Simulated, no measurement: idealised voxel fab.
voxel gate over fins: a process module
cross-section cut | 185 nm wide | cells 5 nm
Cross-section format: a grid of square cells, given as bands from top to bottom; each band is one or more rows of cells.
Read a band's entry like this: the first values are the height of its top and the height of its bottom in nm, and what follows is the sequence of materials from left to right, each with its width in nm. Note that "empty" is empty space, and that a single material marked "everywhere" reaches across the band from edge to edge.
Beneath 0, the wafer as received is one material, and that level is where height counting begins. The lowest band goes on downward without a bottom; it is written like "0 -> down".
Width: "30 to 40" (first number = top row, second number = bottom row, same change from row to row of cells).
Key: "nothing changed" - step with no changed cell in the cross-section.
Each empty space that has no open way to the top and spans at least 8 cells appears under "Enclosed voids" as width x height at distance, the distance counted from the left edge, all in nm.
Text after the settings on a step's line: the simulator's own remark on that step.
The optional step-line setting "overlay nm" applies to steps with a mask and quantifies how far to the right of its planned location the mask lay, a negative value indicating leftward placement.
### Intended process steps
| 1 | RECEIVE with material Si |
| 2 | CONFORMAL_DEP with material SiN, thk nm 10 |
| 3 | PATTERN with tone cover, mask id FINS, material resist, width nm 15, pitch nm 45, thk nm 15, overlay nm 0 |
| 4 | DIRECTIONAL_ETCH with etch materials SiN, depth nm 10 |
| 5 | DIRECTIONAL_ETCH with etch materials Si, depth nm 35 |
| 6 | STRIP with etch materials resist |
| 7 | OXIDIZE with depth nm 5 |
| 8 | FILL_DEP with material SiO2, thk nm 5 |
| 9 | CMP with height nm 10 |
| 10 | SELECTIVE_ETCH with etch materials SiO2, depth nm 25 |
| 11 | STRIP with etch materials SiN |
| 12 | CONFORMAL_DEP with material HfO2, thk nm 5 |
| 13 | CONFORMAL_DEP with material TiN, thk nm 5 |
| 14 | FILL_DEP with material W, thk nm 10 |
| 15 | CMP with height nm 15 |
| 16 | CONFORMAL_DEP with material SiCN, thk nm 5 |
### First of two wafers - as planned
### As-received wafer cross-section (after step 1)
- 0 -> down | Si everywhere
- Enclosed voids: none
### Take a look at the wafer's cross-section after step 2
- 10 -> 0 | SiN everywhere
- No changes below 0.
### Take a look at the wafer's cross-section after step 3
- 25 -> 10 | 60 of empty, then 15 of resist, then 30 of empty, then 15 of resist, then 65 of empty
- No changes below 10.
### Take a look at the wafer's cross-section after step 4
- 25 -> 10 | 60 of empty, then 15 of resist, then 30 of empty, then 15 of resist, then 65 of empty
- 10 -> 0 | 60 of empty, then 15 of SiN, then 30 of empty, then 15 of SiN, then 65 of empty
- No changes below 0.
### Take a look at the wafer's cross-section after step 5
- 25 -> 10 | 60 of empty, then 15 of resist, then 30 of empty, then 15 of resist, then 65 of empty
- 10 -> 0 | 60 of empty, then 15 of SiN, then 30 of empty, then 15 of SiN, then 65 of empty
- 0 -> -35 | 60 of empty, then 15 of Si, then 30 of empty, then 15 of Si, then 65 of empty
- No changes below -35.
### Take a look at the wafer's cross-section after step 6
- 10 -> 0 | 60 of empty, then 15 of SiN, then 30 of empty, then 15 of SiN, then 65 of empty
- No changes below 0.
### Take a look at the wafer's cross-section after step 7
- 10 -> 0 | 60 of empty, then 15 of SiN, then 30 of empty, then 15 of SiN, then 65 of empty
- 0 -> -35 | 60 of empty, then 5 of SiO2, then 5 of Si, then 5 of SiO2, then 30 of empty, then 5 of SiO2, then 5 of Si, then 5 of SiO2, then 65 of empty
- -35 -> -40 | 65 of SiO2, then 5 of Si, then 40 of SiO2, then 5 of Si, then 70 of SiO2
- No changes below -40.
### Take a look at the wafer's cross-section after step 8
- 15 -> 10 | SiO2 everywhere
- 10 -> 0 | 60 of SiO2, then 15 of SiN, then 30 of SiO2, then 15 of SiN, then 65 of SiO2
- 0 -> -40 | 65 of SiO2, then 5 of Si, then 40 of SiO2, then 5 of Si, then 70 of SiO2
- No changes below -40.
### Take a look at the wafer's cross-section after step 9
- 10 -> 0 | 60 of SiO2, then 15 of SiN, then 30 of SiO2, then 15 of SiN, then 65 of SiO2
- No changes below 0.
### Take a look at the wafer's cross-section after step 10
- 10 -> 0 | 60 of empty, then 15 of SiN, then 30 of empty, then 15 of SiN, then 65 of empty
- 0 -> -15 | 65 of empty, then 5 of Si, then 40 of empty, then 5 of Si, then 70 of empty
- No changes below -15.
### Take a look at the wafer's cross-section after step 11
- 0 -> -15 | 65 of empty, then 5 of Si, then 40 of empty, then 5 of Si, then 70 of empty
- No changes below -15.
### Take a look at the wafer's cross-section after step 12
- 5 -> 0 | 60 of empty, then 15 of HfO2, then 30 of empty, then 15 of HfO2, then 65 of empty
- 0 -> -10 | 60 of empty, then 5 of HfO2, then 5 of Si, then 5 of HfO2, then 30 of empty, then 5 of HfO2, then 5 of Si, then 5 of HfO2, then 65 of empty
- -10 -> -15 | 65 of HfO2, then 5 of Si, then 40 of HfO2, then 5 of Si, then 70 of HfO2
- No changes below -15.
### Take a look at the wafer's cross-section after step 13
- 10 -> 5 | 55 of empty, then 25 of TiN, then 20 of empty, then 25 of TiN, then 60 of empty
- 5 -> 0 | 55 of empty, then 5 of TiN, then 15 of HfO2, then 5 of TiN, then 20 of empty, then 5 of TiN, then 15 of HfO2, then 5 of TiN, then 60 of empty
- 0 -> -5 | 55 of empty, then 5 of TiN, then 5 of HfO2, then 5 of Si, then 5 of HfO2, then 5 of TiN, then 20 of empty, then 5 of TiN, then 5 of HfO2, then 5 of Si, then 5 of HfO2, then 5 of TiN, then 60 of empty
- -5 -> -10 | 60 of TiN, then 5 of HfO2, then 5 of Si, then 5 of HfO2, then 30 of TiN, then 5 of HfO2, then 5 of Si, then 5 of HfO2, then 65 of TiN
- No changes below -10.
### Take a look at the wafer's cross-section after step 14
- 20 -> 10 | W everywhere
- 10 -> 5 | 55 of W, then 25 of TiN, then 20 of W, then 25 of TiN, then 60 of W
- 5 -> 0 | 55 of W, then 5 of TiN, then 15 of HfO2, then 5 of TiN, then 20 of W, then 5 of TiN, then 15 of HfO2, then 5 of TiN, then 60 of W
- 0 -> -5 | 55 of W, then 5 of TiN, then 5 of HfO2, then 5 of Si, then 5 of HfO2, then 5 of TiN, then 20 of W, then 5 of TiN, then 5 of HfO2, then 5 of Si, then 5 of HfO2, then 5 of TiN, then 60 of W
- No changes below -5.
### Take a look at the wafer's cross-section after step 15
- 15 -> 10 | W everywhere
- No changes below 10.
### Take a look at the wafer's cross-section after step 16
- 20 -> 15 | SiCN everywhere
- No changes below 15.
### Wafer two. Identical start, identical plan. One mistake in execution. Identical history through step 10
### At the planned end of step 11, the second wafer in cross-section
- 10 -> 0 | 60 of empty, then 15 of SiN, then 30 of empty, then 15 of SiN, then 65 of empty
- 0 -> -40 | 65 of empty, then 5 of Si, then 40 of empty, then 5 of Si, then 70 of empty
- No changes below -40.
### At the planned end of step 12, the second wafer in cross-section
- 15 -> 10 | 55 of empty, then 25 of HfO2, then 20 of empty, then 25 of HfO2, then 60 of empty
- 10 -> 0 | 55 of empty, then 5 of HfO2, then 15 of SiN, then 5 of HfO2, then 20 of empty, then 5 of HfO2, then 15 of SiN, then 5 of HfO2, then 60 of empty
- 0 -> -5 | 55 of empty, then 10 of HfO2, then 5 of Si, then 10 of HfO2, then 20 of empty, then 10 of HfO2, then 5 of Si, then 10 of HfO2, then 60 of empty
- -5 -> -35 | 60 of empty, then 5 of HfO2, then 5 of Si, then 5 of HfO2, then 30 of empty, then 5 of HfO2, then 5 of Si, then 5 of HfO2, then 65 of empty
- -35 -> -40 | 65 of HfO2, then 5 of Si, then 40 of HfO2, then 5 of Si, then 70 of HfO2
- No changes below -40.
### At the planned end of step 13, the second wafer in cross-section
- 20 -> 15 | 50 of empty, then 35 of TiN, then 10 of empty, then 35 of TiN, then 55 of empty
- 15 -> 10 | 50 of empty, then 5 of TiN, then 25 of HfO2, then 5 of TiN, then 10 of empty, then 5 of TiN, then 25 of HfO2, then 5 of TiN, then 55 of empty
- 10 -> 0 | 50 of empty, then 5 of TiN, then 5 of HfO2, then 15 of SiN, then 5 of HfO2, then 5 of TiN, then 10 of empty, then 5 of TiN, then 5 of HfO2, then 15 of SiN, then 5 of HfO2, then 5 of TiN, then 55 of empty
- 0 -> -10 | 50 of empty, then 5 to 10 of TiN, then 10 to 5 of HfO2, then 5 of Si, then 10 to 5 of HfO2, then 5 to 10 of TiN, then 10 of empty, then 5 to 10 of TiN, then 10 to 5 of HfO2, then 5 of Si, then 10 to 5 of HfO2, then 5 to 10 of TiN, then 55 of empty
- -10 -> -30 | 55 of empty, then 5 of TiN, then 5 of HfO2, then 5 of Si, then 5 of HfO2, then 5 of TiN, then 20 of empty, then 5 of TiN, then 5 of HfO2, then 5 of Si, then 5 of HfO2, then 5 of TiN, then 60 of empty
- -30 -> -35 | 60 of TiN, then 5 of HfO2, then 5 of Si, then 5 of HfO2, then 30 of TiN, then 5 of HfO2, then 5 of Si, then 5 of HfO2, then 65 of TiN
- No changes below -35.
### At the planned end of step 14, the second wafer in cross-section
- 30 -> 20 | W everywhere
- 20 -> 15 | 50 of W, then 35 of TiN, then 10 of W, then 35 of TiN, then 55 of W
- 15 -> 10 | 50 of W, then 5 of TiN, then 25 of HfO2, then 5 of TiN, then 10 of W, then 5 of TiN, then 25 of HfO2, then 5 of TiN, then 55 of W
- 10 -> 0 | 50 of W, then 5 of TiN, then 5 of HfO2, then 15 of SiN, then 5 of HfO2, then 5 of TiN, then 10 of W, then 5 of TiN, then 5 of HfO2, then 15 of SiN, then 5 of HfO2, then 5 of TiN, then 55 of W
- 0 -> -10 | 50 of W, then 5 to 10 of TiN, then 10 to 5 of HfO2, then 5 of Si, then 10 to 5 of HfO2, then 5 to 10 of TiN, then 10 of W, then 5 to 10 of TiN, then 10 to 5 of HfO2, then 5 of Si, then 10 to 5 of HfO2, then 5 to 10 of TiN, then 55 of W
- -10 -> -15 | 55 of W, then 5 of TiN, then 5 of HfO2, then 5 of Si, then 5 of HfO2, then 5 of TiN, then 20 of W, then 5 of TiN, then 5 of HfO2, then 5 of Si, then 5 of HfO2, then 5 of TiN, then 60 of W
- -15 -> -25 | 55 of W, then 5 of TiN, then 5 of HfO2, then 5 of Si, then 5 of HfO2, then 5 of TiN, then 5 of W, then 10 of empty, then 5 of W, then 5 of TiN, then 5 of HfO2, then 5 of Si, then 5 of HfO2, then 5 of TiN, then 60 of W
- -25 -> -30 | 55 of W, then 5 of TiN, then 5 of HfO2, then 5 of Si, then 5 of HfO2, then 5 of TiN, then 20 of W, then 5 of TiN, then 5 of HfO2, then 5 of Si, then 5 of HfO2, then 5 of TiN, then 60 of W
- No changes below -30.
### At the planned end of step 15, the second wafer in cross-section
- 15 -> 10 | 50 of W, then 5 of TiN, then 25 of HfO2, then 5 of TiN, then 10 of W, then 5 of TiN, then 25 of HfO2, then 5 of TiN, then 55 of W
- No changes below 10.
### At the planned end of step 16, the second wafer in cross-section
- 20 -> 15 | SiCN everywhere
- No changes below 15.
Where did the run depart from the plan? step 11 ran differently from the plan; actual operation with settings: STRIP with etch materials SiO2
Heads up, by the end the second wafer has more or fewer cells of some materials compared to the first: 36 more of HfO2 | 12 more of SiN | 175 fewer of SiO2 | 22 more of TiN | 101 more of W
